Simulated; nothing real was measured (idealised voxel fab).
You're looking at the process module voxel self aligned contacts.
This is section cut - it's 180 nm across, gridded in 5 nm square cells.
Cross-section layout: square cells on a grid; listed as bands, top to bottom; a band spans one or more cell rows.
Heights first: top, then bottom, in nm. Then materials, left to right, each with a width in nm. "everywhere" on a single material: fills the band edge to edge. "air": empty space.
For the purposes of this specification, 0 denotes the height below which the wafer in its as-received condition is composed wholly of one material, and the lowermost band, lacking a lower limit, extends downward without end, as expressed in "from 0 down".
Width: "30 to 40" (first number = top row, second number = bottom row, same change from row to row of cells).
Reading "nothing got changed" for a step: not a cell of the cross-section changed in it.
In the "Tabulated closed voids" entry, you get each enclosed empty space of 8 cells or more, one with no open way to the top, written width x height at distance, distance from the left edge, in nm.
Whatever follows a step's settings on its line is a remark the simulator itself makes about that step.
If you see "overlay nm" on a step's line and that step has a mask, it's telling you how far right of where it was planned the mask ended up; a negative number means it went left instead.

LISTED BELOW ARE THE PROCESS STEPS AS PLANNED
- 1: RECEIVE: material Si
- 2: OXIDIZE: depth nm 5
- 3: DIRECTIONAL_DEP: material polySi, thk nm 30
- 4: DIRECTIONAL_DEP: material SiN, thk nm 20
- 5: MASKED_ETCH: tone cover, mask id GATE, width nm 25, pitch nm 55, etch materials SiN, depth nm 20, overlay nm 0
- 6: MASKED_ETCH: tone cover, mask id GATE, width nm 25, pitch nm 55, etch materials polySi, depth nm 30, overlay nm 0
- 7: CONFORMAL_DEP: material SiN, thk nm 5
- 8: DIRECTIONAL_ETCH: etch materials SiN, depth nm 5
- 9: FILL_DEP: material SiO2, thk nm 20
- 10: CMP: height nm 60
- 11: MASKED_ETCH: tone open, mask id CONTACT, width nm 40, pitch nm 55, etch materials SiO2, depth nm 65, overlay nm 0
- 12: CONFORMAL_DEP: material TiN, thk nm 5
- 13: FILL_DEP: material Ru, thk nm 5
- 14: CMP: height nm 60
- 15: CONFORMAL_DEP: material SiCN, thk nm 5

CROSS-SECTIONAL VIEW OF THE WAFER IN ITS AS-RECEIVED CONDITION, CORRESPONDING TO THE STATE AFTER STEP 1
from 0 down = Si everywhere
Tabulated closed voids: none

END-OF-MODULE XS, FIRST OF TWO WAFERS, RUN AS PLANNED
from 65 to 60 = SiCN everywhere
from 60 to 50 = 40 of SiO2, 5 to 15 of TiN, 30 to 10 of Ru, 5 to 15 of TiN, 15 of SiO2, 5 to 15 of TiN, 30 to 10 of Ru, 5 to 15 of TiN, 45 of SiO2
from 50 to 30 = 15 of SiO2, 35 of SiN, 5 of TiN, 10 of Ru, 5 of TiN, 35 of SiN, 5 of TiN, 10 of Ru, 5 of TiN, 35 of SiN, 20 of SiO2
from 30 to 0 = 15 of SiO2, 5 of SiN, 25 of polySi, 5 of SiN, 5 of TiN, 10 of Ru, 5 of TiN, 5 of SiN, 25 of polySi, 5 of SiN, 5 of TiN, 10 of Ru, 5 of TiN, 5 of SiN, 25 of polySi, 5 of SiN, 20 of SiO2
from 0 to -5 = 50 of SiO2, 20 of TiN, 35 of SiO2, 20 of TiN, 55 of SiO2
from -5 down = Si everywhere
Tabulated closed voids: none

HERE'S THE SECOND OF OUR TWO WAFERS SECTIONED AT MODULE END. SAME START AS THE FIRST, SAME PLAN, BUT ONE MISTAKE GOT MADE RUNNING IT
from 65 to 60 = SiCN everywhere
from 60 to 45 = 40 of SiO2, 5 of TiN, 30 of Ru, 5 of TiN, 15 of SiO2, 5 of TiN, 30 of Ru, 5 of TiN, 45 of SiO2
from 45 to 40 = 40 of SiO2, 15 of TiN, 10 of Ru, 15 of TiN, 15 of SiO2, 15 of TiN, 10 of Ru, 15 of TiN, 45 of SiO2
from 40 to 20 = 15 of SiO2, 35 of SiN, 5 of TiN, 10 of Ru, 5 of TiN, 35 of SiN, 5 of TiN, 10 of Ru, 5 of TiN, 35 of SiN, 20 of SiO2
from 20 to 0 = 15 of SiO2, 5 of SiN, 25 of polySi, 5 of SiN, 5 of TiN, 10 of Ru, 5 of TiN, 5 of SiN, 25 of polySi, 5 of SiN, 5 of TiN, 10 of Ru, 5 of TiN, 5 of SiN, 25 of polySi, 5 of SiN, 20 of SiO2
from 0 to -5 = 50 of SiO2, 20 of TiN, 35 of SiO2, 20 of TiN, 55 of SiO2
from -5 down = Si everywhere
Tabulated closed voids: none
Processing error: off-plan run, step 3, actual operation and settings DIRECTIONAL_DEP: material polySi, thk nm 20
Final difference in cells, second wafer against first, listed per material as more or fewer: 16 more of Ru, 12 fewer of SiN, 26 more of SiO2, 30 fewer of polySi
